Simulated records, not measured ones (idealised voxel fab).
The name of this process module is voxel double patterning.
Square cell edge 5 nm, section width 210 nm, ID cut.
We lay out every cross-section as a grid of square cells and spell it out in bands from the top down, where one band means one or more rows of cells. The band entry comprises the height of the band's top followed by the height of its bottom, expressed in nm, and subsequently the band's materials from left to right, each stated together with its width in nm. Where a single material is marked with the word "all across", that material fills the band from edge to edge. The word "blank" represents empty space. Height datum 0, below which the as-received substrate wafer is one material. Lowest band open at the bottom, running downward: "0 down". Note: "30->40" means the width goes from the first number (top row of the band) to the second number (bottom row) in equal steps per row of cells. "no alterations made", as given for a step, is the statement that not any cell of the cross-section underwent a change during that step. Listed in "Entrapped voids": every empty space of 8 or more cells without an open way to the top. Form: width x height at distance, the distance being from the left edge, all in nm. Past the settings on a step's line: simulator remark, on that step. overlay nm: step with mask; distance mask lay right of planned place; negative value = left of planned place.
List of planned process steps:
1. RECEIVE with material Si
2. CONFORMAL_DEP with material SiN, thk nm 10
3. DIRECTIONAL_DEP with material SiO2, thk nm 10
4. DIRECTIONAL_DEP with material SiCN, thk nm 10
5. MASKED_ETCH with tone open, mask id FIRST, width nm 15, pitch nm 50, etch materials SiCN, depth nm 10, overlay nm 0
6. MASKED_ETCH with tone open, mask id SECOND, width nm 15, pitch nm 50, etch materials SiCN, depth nm 10, overlay nm 0
7. DIRECTIONAL_ETCH with etch materials SiO2, depth nm 10
8. STRIP with etch materials SiCN
Same starting wafers, different width nm at step 6. Plan value belongs to the first wafer.
Cut through the first of several wafers as received, post step 1:
> 0 down | Si all across
> Entrapped voids: none
Where each wafer stands at the end of the module, a row apiece: cells of each material gained (+) or lost (-) since it was received, then closed voids:
width nm 15; +84 SiN; +54 SiO2; Entrapped voids: none
width nm 20; +84 SiN; +50 SiO2; Entrapped voids: none
width nm 25; +84 SiN; +46 SiO2; Entrapped voids: none
width nm 30; +84 SiN; +42 SiO2; Entrapped voids: none
